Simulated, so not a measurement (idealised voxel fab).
Proc. module: voxel capacitor over wiring
This is section cut - it's 200 nm across, gridded in 5 nm square cells.
How to read a cross-section here: the picture is a grid of square cells, written as bands going from the top down, and any band can span one or more rows of cells. Per band: top height and bottom height in nm, followed by the left-to-right materials and their widths in nm; "edge to edge" marks a single material spanning edge to edge, "air" marks empty space. Height 0 is the level under which the wafer as received is all one material. The lowest band goes on downwards, as in "from 0 down". When a width is written as two numbers, as in "30 to 40", the first number is the width in the top row of cells of the band and the second is the width in its bottom row, and the width changes by the same amount from each row to the next. You'll sometimes find "identical to before" written for a step, and that's the way of saying that nowhere in the cross-section did a cell change during that step. Heads up: "Enclosed void entries" only lists the empty pockets with no open path to the top that are 8 cells or more, and it writes them as width x height at distance, distance from the left edge, in nm. Step line, after settings: the simulator's comment on this step. overlay nm, on a step with a mask: how far to the right of its planned place the mask lay; to the left if negative.
### Below is the list of planned process steps
- 1: op RECEIVE | material Si
- 2: op CONFORMAL_DEP | material SiO2 | thk nm 15
- 3: op DIRECTIONAL_DEP | material TiN | thk nm 5
- 4: op DIRECTIONAL_DEP | material Ru | thk nm 20
- 5: op MASKED_ETCH | tone cover | mask id METAL_1 | width nm 20 | pitch nm 90 | etch materials Ru | depth nm 20 | overlay nm 0
- 6: op MASKED_ETCH | tone cover | mask id METAL_1 | width nm 20 | pitch nm 90 | etch materials TiN | depth nm 5 | overlay nm 0
- 7: op FILL_DEP | material SiO2 | thk nm 10
- 8: op CMP | height nm 40
- 9: op CONFORMAL_DEP | material SiCN | thk nm 5
- 10: op DIRECTIONAL_DEP | material lowk | thk nm 15
- 11: op MASKED_ETCH | tone open | mask id PLUG_1 | width nm 15 | etch materials lowk | depth nm 15 | overlay nm 0
- 12: op MASKED_ETCH | tone open | mask id PLUG_1 | width nm 15 | etch materials SiCN | depth nm 5 | overlay nm 0
- 13: op EPI | material Ru | thk nm 10
- 14: op EPI | material Ru | thk nm 10
- 15: op DIRECTIONAL_DEP | material TiN | thk nm 10
- 16: op DIRECTIONAL_DEP | material SiN | thk nm 5
- 17: op DIRECTIONAL_DEP | material TiN | thk nm 10
- 18: op DIRECTIONAL_DEP | material aC | thk nm 15
- 19: op PATTERN | tone cover | mask id UPPER_PLATE | material resist | width nm 75 | thk nm 30 | overlay nm 0
- 20: op DIRECTIONAL_ETCH | etch materials aC | depth nm 15
- 21: op STRIP | etch materials resist
- 22: op DIRECTIONAL_ETCH | etch materials TiN | depth nm 10
- 23: op DIRECTIONAL_ETCH | etch materials SiN | depth nm 5
- 24: op STRIP | etch materials aC
- 25: op MASKED_ETCH | tone cover | mask id LOWER_PLATE | width nm 85 | etch materials TiN | depth nm 10 | overlay nm 0
- 26: op FILL_DEP | material SiO2 | thk nm 20
- 27: op CMP | height nm 100
- 28: op PATTERN | tone open | mask id PLUG_2 | material resist | width nm 15 | thk nm 15 | overlay nm 0
- 29: op DIRECTIONAL_ETCH | etch materials SiO2 | depth nm 15
- 30: op STRIP | etch materials resist
- 31: op CONFORMAL_DEP | material TiN | thk nm 5
- 32: op FILL_DEP | material W | thk nm 10
- 33: op CMP | height nm 100
- 34: op CONFORMAL_DEP | material SiCN | thk nm 5
### Run as planned: first of two wafers
### Incoming wafer in cross-section (state: after step 1)
	from 0 down  Si edge to edge
	Enclosed void entries: none
### How the wafer stands in section after step 2
	from 15 to 0  SiO2 edge to edge
	All layers under 0 are left as they were.
### How the wafer stands in section after step 3
	from 20 to 15  TiN edge to edge
	All layers under 15 are left as they were.
### How the wafer stands in section after step 4
	from 40 to 20  Ru edge to edge
	All layers under 20 are left as they were.
### How the wafer stands in section after step 5
	from 40 to 20  air: 45, Ru: 20, air: 70, Ru: 20, air: 45
	All layers under 20 are left as they were.
### How the wafer stands in section after step 6
	from 40 to 20  air: 45, Ru: 20, air: 70, Ru: 20, air: 45
	from 20 to 15  air: 45, TiN: 20, air: 70, TiN: 20, air: 45
	All layers under 15 are left as they were.
### How the wafer stands in section after step 7
	from 50 to 40  SiO2 edge to edge
	from 40 to 20  SiO2: 45, Ru: 20, SiO2: 70, Ru: 20, SiO2: 45
	from 20 to 15  SiO2: 45, TiN: 20, SiO2: 70, TiN: 20, SiO2: 45
	All layers under 15 are left as they were.
### How the wafer stands in section after step 8
	from 40 to 20  SiO2: 45, Ru: 20, SiO2: 70, Ru: 20, SiO2: 45
	All layers under 20 are left as they were.
### How the wafer stands in section after step 9
	from 45 to 40  SiCN edge to edge
	All layers under 40 are left as they were.
### How the wafer stands in section after step 10
	from 60 to 45  lowk edge to edge
	All layers under 45 are left as they were.
### How the wafer stands in section after step 11
	from 60 to 45  lowk: 50, air: 15, lowk: 135
	All layers under 45 are left as they were.
### How the wafer stands in section after step 12
	from 60 to 45  lowk: 50, air: 15, lowk: 135
	from 45 to 40  SiCN: 50, air: 15, SiCN: 135
	All layers under 40 are left as they were.
### How the wafer stands in section after step 13
	from 60 to 50  lowk: 50, air: 15, lowk: 135
	from 50 to 45  lowk: 50, Ru: 15, lowk: 135
	from 45 to 40  SiCN: 50, Ru: 15, SiCN: 135
	All layers under 40 are left as they were.
### How the wafer stands in section after step 14
	from 60 to 45  lowk: 50, Ru: 15, lowk: 135
	All layers under 45 are left as they were.
### How the wafer stands in section after step 15
	from 70 to 60  TiN edge to edge
	All layers under 60 are left as they were.
### How the wafer stands in section after step 16
	from 75 to 70  SiN edge to edge
	All layers under 70 are left as they were.
### How the wafer stands in section after step 17
	from 85 to 75  TiN edge to edge
	All layers under 75 are left as they were.
### How the wafer stands in section after step 18
	from 100 to 85  aC edge to edge
	All layers under 85 are left as they were.
### How the wafer stands in section after step 19
	from 130 to 100  air: 50, resist: 75, air: 75
	All layers under 100 are left as they were.
### How the wafer stands in section after step 20
	from 115 to 100  air: 50, resist: 75, air: 75
	from 100 to 85  air: 50, aC: 75, air: 75
	All layers under 85 are left as they were.
### How the wafer stands in section after step 21
	from 100 to 85  air: 50, aC: 75, air: 75
	All layers under 85 are left as they were.
### How the wafer stands in section after step 22
	from 100 to 85  air: 50, aC: 75, air: 75
	from 85 to 75  air: 50, TiN: 75, air: 75
	All layers under 75 are left as they were.
### How the wafer stands in section after step 23
	from 100 to 85  air: 50, aC: 75, air: 75
	from 85 to 75  air: 50, TiN: 75, air: 75
	from 75 to 70  air: 50, SiN: 75, air: 75
	All layers under 70 are left as they were.
### How the wafer stands in section after step 24
	from 85 to 75  air: 50, TiN: 75, air: 75
	All layers under 75 are left as they were.
### How the wafer stands in section after step 25
	from 85 to 75  air: 50, TiN: 75, air: 75
	from 75 to 70  air: 50, SiN: 75, air: 75
	from 70 to 60  air: 45, TiN: 85, air: 70
	All layers under 60 are left as they were.
### How the wafer stands in section after step 26
	from 105 to 85  SiO2 edge to edge
	from 85 to 75  SiO2: 50, TiN: 75, SiO2: 75
	from 75 to 70  SiO2: 50, SiN: 75, SiO2: 75
	from 70 to 60  SiO2: 45, TiN: 85, SiO2: 70
	All layers under 60 are left as they were.
### How the wafer stands in section after step 27
	from 100 to 85  SiO2 edge to edge
	All layers under 85 are left as they were.
### How the wafer stands in section after step 28
	from 115 to 100  resist: 60, air: 15, resist: 125
	All layers under 100 are left as they were.
### How the wafer stands in section after step 29
	from 115 to 100  resist: 60, air: 15, resist: 125
	from 100 to 85  SiO2: 60, air: 15, SiO2: 125
	All layers under 85 are left as they were.
### How the wafer stands in section after step 30
	from 100 to 85  SiO2: 60, air: 15, SiO2: 125
	All layers under 85 are left as they were.
### How the wafer stands in section after step 31
	from 105 to 100  TiN: 65, air: 5, TiN: 130
	from 100 to 90  SiO2: 60, TiN: 5, air: 5, TiN: 5, SiO2: 125
	from 90 to 85  SiO2: 60, TiN: 15, SiO2: 125
	All layers under 85 are left as they were.
### How the wafer stands in section after step 32
	from 115 to 105  W edge to edge
	from 105 to 100  TiN: 65, W: 5, TiN: 130
	from 100 to 90  SiO2: 60, TiN: 5, W: 5, TiN: 5, SiO2: 125
	All layers under 90 are left as they were.
### How the wafer stands in section after step 33
	from 100 to 90  SiO2: 60, TiN: 5, W: 5, TiN: 5, SiO2: 125
	All layers under 90 are left as they were.
### How the wafer stands in section after step 34
	from 105 to 100  SiCN edge to edge
	All layers under 100 are left as they were.
### The second wafer began exactly as the first did and followed the same plan, but one mistake was made while running it; through step 4 inclusive, the two wafers are identical
### Second wafer, section view, time point: scheduled end of step 5
	from 40 to 20  air: 40, Ru: 30, air: 60, Ru: 30, air: 40
	All layers under 20 are left as they were.
### Second wafer, section view, time point: scheduled end of step 6
	from 40 to 20  air: 40, Ru: 30, air: 60, Ru: 30, air: 40
	from 20 to 15  air: 40, TiN: 30, air: 60, TiN: 30, air: 40
	All layers under 15 are left as they were.
### Second wafer, section view, time point: scheduled end of step 7
	from 50 to 40  SiO2 edge to edge
	from 40 to 20  SiO2: 40, Ru: 30, SiO2: 60, Ru: 30, SiO2: 40
	from 20 to 15  SiO2: 40, TiN: 30, SiO2: 60, TiN: 30, SiO2: 40
	All layers under 15 are left as they were.
### Second wafer, section view, time point: scheduled end of step 8
	from 40 to 20  SiO2: 40, Ru: 30, SiO2: 60, Ru: 30, SiO2: 40
	All layers under 20 are left as they were.
### Second wafer, section view, time point: scheduled end of step 9
	from 45 to 40  SiCN edge to edge
	All layers under 40 are left as they were.
### Second wafer, section view, time point: scheduled end of step 10
	from 60 to 45  lowk edge to edge
	All layers under 45 are left as they were.
### Second wafer, section view, time point: scheduled end of step 11
	from 60 to 45  lowk: 50, air: 15, lowk: 135
	All layers under 45 are left as they were.
### Second wafer, section view, time point: scheduled end of step 12
	from 60 to 45  lowk: 50, air: 15, lowk: 135
	from 45 to 40  SiCN: 50, air: 15, SiCN: 135
	All layers under 40 are left as they were.
### Second wafer, section view, time point: scheduled end of step 13
	from 60 to 50  lowk: 50, air: 15, lowk: 135
	from 50 to 45  lowk: 50, Ru: 15, lowk: 135
	from 45 to 40  SiCN: 50, Ru: 15, SiCN: 135
	All layers under 40 are left as they were.
### Second wafer, section view, time point: scheduled end of step 14
	from 60 to 45  lowk: 50, Ru: 15, lowk: 135
	All layers under 45 are left as they were.
### Second wafer, section view, time point: scheduled end of step 15
	from 70 to 60  TiN edge to edge
	All layers under 60 are left as they were.
### Second wafer, section view, time point: scheduled end of step 16
	from 75 to 70  SiN edge to edge
	All layers under 70 are left as they were.
### Second wafer, section view, time point: scheduled end of step 17
	from 85 to 75  TiN edge to edge
	All layers under 75 are left as they were.
### Second wafer, section view, time point: scheduled end of step 18
	from 100 to 85  aC edge to edge
	All layers under 85 are left as they were.
### Second wafer, section view, time point: scheduled end of step 19
	from 130 to 100  air: 50, resist: 75, air: 75
	All layers under 100 are left as they were.
### Second wafer, section view, time point: scheduled end of step 20
	from 115 to 100  air: 50, resist: 75, air: 75
	from 100 to 85  air: 50, aC: 75, air: 75
	All layers under 85 are left as they were.
### Second wafer, section view, time point: scheduled end of step 21
	from 100 to 85  air: 50, aC: 75, air: 75
	All layers under 85 are left as they were.
### Second wafer, section view, time point: scheduled end of step 22
	from 100 to 85  air: 50, aC: 75, air: 75
	from 85 to 75  air: 50, TiN: 75, air: 75
	All layers under 75 are left as they were.
### Second wafer, section view, time point: scheduled end of step 23
	from 100 to 85  air: 50, aC: 75, air: 75
	from 85 to 75  air: 50, TiN: 75, air: 75
	from 75 to 70  air: 50, SiN: 75, air: 75
	All layers under 70 are left as they were.
### Second wafer, section view, time point: scheduled end of step 24
	from 85 to 75  air: 50, TiN: 75, air: 75
	All layers under 75 are left as they were.
### Second wafer, section view, time point: scheduled end of step 25
	from 85 to 75  air: 50, TiN: 75, air: 75
	from 75 to 70  air: 50, SiN: 75, air: 75
	from 70 to 60  air: 45, TiN: 85, air: 70
	All layers under 60 are left as they were.
### Second wafer, section view, time point: scheduled end of step 26
	from 105 to 85  SiO2 edge to edge
	from 85 to 75  SiO2: 50, TiN: 75, SiO2: 75
	from 75 to 70  SiO2: 50, SiN: 75, SiO2: 75
	from 70 to 60  SiO2: 45, TiN: 85, SiO2: 70
	All layers under 60 are left as they were.
### Second wafer, section view, time point: scheduled end of step 27
	from 100 to 85  SiO2 edge to edge
	All layers under 85 are left as they were.
### Second wafer, section view, time point: scheduled end of step 28
	from 115 to 100  resist: 60, air: 15, resist: 125
	All layers under 100 are left as they were.
### Second wafer, section view, time point: scheduled end of step 29
	from 115 to 100  resist: 60, air: 15, resist: 125
	from 100 to 85  SiO2: 60, air: 15, SiO2: 125
	All layers under 85 are left as they were.
### Second wafer, section view, time point: scheduled end of step 30
	from 100 to 85  SiO2: 60, air: 15, SiO2: 125
	All layers under 85 are left as they were.
### Second wafer, section view, time point: scheduled end of step 31
	from 105 to 100  TiN: 65, air: 5, TiN: 130
	from 100 to 90  SiO2: 60, TiN: 5, air: 5, TiN: 5, SiO2: 125
	from 90 to 85  SiO2: 60, TiN: 15, SiO2: 125
	All layers under 85 are left as they were.
### Second wafer, section view, time point: scheduled end of step 32
	from 115 to 105  W edge to edge
	from 105 to 100  TiN: 65, W: 5, TiN: 130
	from 100 to 90  SiO2: 60, TiN: 5, W: 5, TiN: 5, SiO2: 125
	All layers under 90 are left as they were.
### Second wafer, section view, time point: scheduled end of step 33
	from 100 to 90  SiO2: 60, TiN: 5, W: 5, TiN: 5, SiO2: 125
	All layers under 90 are left as they were.
### Second wafer, section view, time point: scheduled end of step 34
	from 105 to 100  SiCN edge to edge
	All layers under 100 are left as they were.
What was the processing mistake? step 5 changed vs plan, executed as op MASKED_ETCH | tone cover | mask id METAL_1 | width nm 30 | pitch nm 90 | etch materials Ru | depth nm 20 | overlay nm 0
Count the cells at the end and the second wafer has more or fewer of some materials than the first: Ru +16, SiO2 -20, TiN +4
